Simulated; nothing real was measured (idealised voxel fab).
This is a process module. Its name is voxel self aligned vias.
Each square cell in cross-section cut measures 5 nm, and the section as a whole is 220 nm wide.
Reading order for cross-sections: top band down to bottom band. Underlying form: a grid of square cells. Band size: one or more rows of cells. In this notation a band is specified by the heights of its top and bottom, in that order and in nm, after which its materials appear from left to right, each paired with its width in nm. The word "all across" attached to a single material means that material fills the band from edge to edge; the word "blank" stands for empty space. Height datum 0, below which the as-received substrate wafer is one material. Lowest band open at the bottom, running downward: "0 down". It should be noted that a width expressed as "30..40" varies in equal increments from row to row of cells within the band, taking the value of the first number at the top row and that of the second number at the bottom row. Any step labelled "no alterations made" changed none of the cells in the cross-section. "Unvented voids" specifies each empty space that is not open to the top and that occupies no fewer than 8 cells, using the form width x height at distance, the distance measured from the left edge and all three quantities in nm. On each step's line, the part that comes after the settings is the simulator's own comment on the step. overlay nm: mask right of planned place by this much (step with mask). Neg. = left.
Below is the list of planned process steps:
1,RECEIVE with material Si
2,CONFORMAL_DEP with material SiO2, thk nm 10
3,CONFORMAL_DEP with material SiCN, thk nm 5
4,DIRECTIONAL_DEP with material SiO2, thk nm 20
5,MASKED_ETCH with tone open, mask id LINES, width nm 20, pitch nm 60, etch materials SiO2, depth nm 20, overlay nm 0
6,CONFORMAL_DEP with material TiN, thk nm 5
7,FILL_DEP with material W, thk nm 5
8,CMP with height nm 35
9,SELECTIVE_ETCH with etch materials W Ru TiN, depth nm 10
10,FILL_DEP with material SiN, thk nm 5
11,CMP with height nm 35
12,DIRECTIONAL_DEP with material SiO2, thk nm 15
13,DIRECTIONAL_DEP with material aC, thk nm 15
14,PATTERN with tone open, mask id VIAS, material resist, width nm 40, pitch nm 120, thk nm 30, overlay nm 0
15,DIRECTIONAL_ETCH with etch materials aC, depth nm 15
16,STRIP with etch materials resist
17,DIRECTIONAL_ETCH with etch materials SiO2, depth nm 15
18,DIRECTIONAL_ETCH with etch materials SiN, depth nm 10
19,STRIP with etch materials aC
20,CONFORMAL_DEP with material TiN, thk nm 5
21,FILL_DEP with material W, thk nm 5
22,CMP with height nm 50
23,CONFORMAL_DEP with material SiCN, thk nm 5
Received-state cross-section, reflecting completion of step 1:
* 0 down: Si all across
* Unvented voids: none
Same starting wafer, same plan as above, one mistake in the execution; this is the cross-section at the end of the module:
* 55 to 50: SiCN all across
* 50 to 40: SiO2: 30, then TiN: 5, then W: 30, then TiN: 5, then SiO2: 80, then TiN: 5, then W: 30, then TiN: 5, then SiO2: 30
* 40 to 35: SiO2: 30, then TiN: 40, then SiO2: 80, then TiN: 40, then SiO2: 30
* 35 to 25: SiN: 30, then TiN: 10, then SiO2: 20, then TiN: 10, then SiN: 30, then SiO2: 20, then SiN: 30, then TiN: 10, then SiO2: 20, then TiN: 10, then SiN: 30
* 25 to 20: W: 35, then TiN: 5, then SiO2: 20, then TiN: 5, then W: 30, then TiN: 5, then SiO2: 20, then TiN: 5, then W: 30, then TiN: 5, then SiO2: 20, then TiN: 5, then W: 35
* 20 to 15: TiN: 40, then SiO2: 20, then TiN: 40, then SiO2: 20, then TiN: 40, then SiO2: 20, then TiN: 40
* 15 to 10: SiCN all across
* 10 to 0: SiO2 all across
* 0 down: Si all across
* Unvented voids: none
Where did the run depart from the plan? step 5 was run on a setting that differed from the plan, and what really ran there is MASKED_ETCH with tone cover, mask id LINES, width nm 20, pitch nm 60, etch materials SiO2, depth nm 20, overlay nm 0
